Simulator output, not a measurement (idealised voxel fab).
process module | voxel self aligned contacts
cross-section cut | 200 nm wide | cells 5 nm
A cross-section is a grid of square cells, given in bands from the top down. A band is one or more rows of cells.
Each band's line starts with the height of the band's top and of its bottom, in nm. Then come its materials from left to right, each with its width in nm. One material with "throughout" fills the band from edge to edge. "air" is empty space.
Height 0 is the level under which the wafer as received is all one material. The lowest band goes on downwards, as in "0 down".
A width such as "30 to 40" changes by the same amount from each row of cells to the next, from the band's top row to its bottom row.
"no change" after a step means that no cell of the cross-section changed.
closed voids: empty space of 8 cells or more with no open way to the top, each as width x height at its distance from the left edge, in nm
after a step's settings: what the simulator itself notes on the step
overlay nm, on a step with a mask: how far to the right of its planned place the mask lay; to the left if negative
plan
1 op RECEIVE | material Si
2 op OXIDIZE | depth nm 5
3 op DIRECTIONAL_DEP | material polySi | thk nm 30
4 op DIRECTIONAL_DEP | material SiN | thk nm 15
5 op MASKED_ETCH | tone cover | mask id GATE | width nm 35 | pitch nm 60 | etch materials SiN | depth nm 15 | overlay nm 0
6 op MASKED_ETCH | tone cover | mask id GATE | width nm 35 | pitch nm 60 | etch materials polySi | depth nm 30 | overlay nm 0
7 op CONFORMAL_DEP | material SiN | thk nm 5
8 op DIRECTIONAL_ETCH | etch materials SiN | depth nm 5
9 op FILL_DEP | material SiO2 | thk nm 20
10 op CMP | height nm 55
11 op MASKED_ETCH | tone open | mask id CONTACT | width nm 25 | pitch nm 60 | etch materials SiO2 | depth nm 60 | overlay nm 0
12 op CONFORMAL_DEP | material TiN | thk nm 5
13 op FILL_DEP | material W | thk nm 10
14 op CMP | height nm 55
15 op CONFORMAL_DEP | material SiN | thk nm 5
varied across the wafers: width nm of step 11. The plan shows the first wafer's value. All wafers start alike
first wafer as received, after step 1
  0 down: Si throughout
  closed voids: none
each wafer at the end: cells of each material gained (+) or lost (-) since it was received, then its closed voids
width nm 25 | -40 Si | +157 SiN | +157 SiO2 | +54 TiN | +26 W | +126 polySi | closed voids: none
width nm 30 | -40 Si | +157 SiN | +153 SiO2 | +56 TiN | +28 W | +126 polySi | closed voids: none
width nm 35 | -40 Si | +157 SiN | +149 SiO2 | +58 TiN | +30 W | +126 polySi | closed voids: none
width nm 40 | -40 Si | +157 SiN | +145 SiO2 | +60 TiN | +32 W | +126 polySi | closed voids: none
width nm 45 | -40 Si | +157 SiN | +141 SiO2 | +62 TiN | +34 W | +126 polySi | closed voids: none
